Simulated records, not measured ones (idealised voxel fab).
process module | voxel quadruple lines
cross-section cut | 215 nm wide | cells 5 nm
A cross-section is a grid of square cells, given in bands from the top down. A band is one or more rows of cells.
Each band's line starts with the height of the band's top and of its bottom, in nm. Then come its materials from left to right, each with its width in nm. One material with "throughout" fills the band from edge to edge. "air" is empty space.
Height 0 is the level under which the wafer as received is all one material. The lowest band goes on downwards, as in "0 down".
A width such as "30 to 40" changes by the same amount from each row of cells to the next, from the band's top row to its bottom row.
"no change" after a step means that no cell of the cross-section changed.
closed voids: empty space of 8 cells or more with no open way to the top, each as width x height at its distance from the left edge, in nm
after a step's settings: what the simulator itself notes on the step
overlay nm, on a step with a mask: how far to the right of its planned place the mask lay; to the left if negative
plan
1 op RECEIVE | material Si
2 op CONFORMAL_DEP | material Al2O3 | thk nm 5
3 op DIRECTIONAL_DEP | material TiN | thk nm 10
4 op DIRECTIONAL_DEP | material polySi | thk nm 15
5 op DIRECTIONAL_DEP | material aC | thk nm 20
6 op PATTERN | tone cover | mask id MANDREL | material resist | width nm 25 | pitch nm 100 | thk nm 25 | overlay nm 0
7 op DIRECTIONAL_ETCH | etch materials aC | depth nm 20
8 op STRIP | etch materials resist
9 op CONFORMAL_DEP | material SiO2 | thk nm 15
10 op DIRECTIONAL_ETCH | etch materials SiO2 | depth nm 15
11 op STRIP | etch materials aC
12 op DIRECTIONAL_ETCH | etch materials polySi | depth nm 15
13 op STRIP | etch materials SiO2
14 op CONFORMAL_DEP | material SiCN | thk nm 10
15 op DIRECTIONAL_ETCH | etch materials SiCN | depth nm 10
16 op STRIP | etch materials polySi
17 op DIRECTIONAL_ETCH | etch materials TiN | depth nm 10
18 op STRIP | etch materials SiCN
19 op FILL_DEP | material lowk | thk nm 10
20 op CMP | height nm 15
varied across the wafers: width nm of step 6. The plan shows the first wafer's value. All wafers start alike
first wafer as received, after step 1
  0 down: Si throughout
  closed voids: none
each wafer at the end: cells of each material gained (+) or lost (-) since it was received, then its closed voids
width nm 25 | +43 Al2O3 | +32 TiN | +54 lowk | closed voids: none
width nm 30 | +43 Al2O3 | +32 TiN | +54 lowk | closed voids: none
width nm 35 | +43 Al2O3 | +32 TiN | +54 lowk | closed voids: none
width nm 40 | +43 Al2O3 | +32 TiN | +54 lowk | closed voids: none
width nm 45 | +43 Al2O3 | +32 TiN | +54 lowk | closed voids: none
width nm 50 | +43 Al2O3 | +32 TiN | +54 lowk | closed voids: none
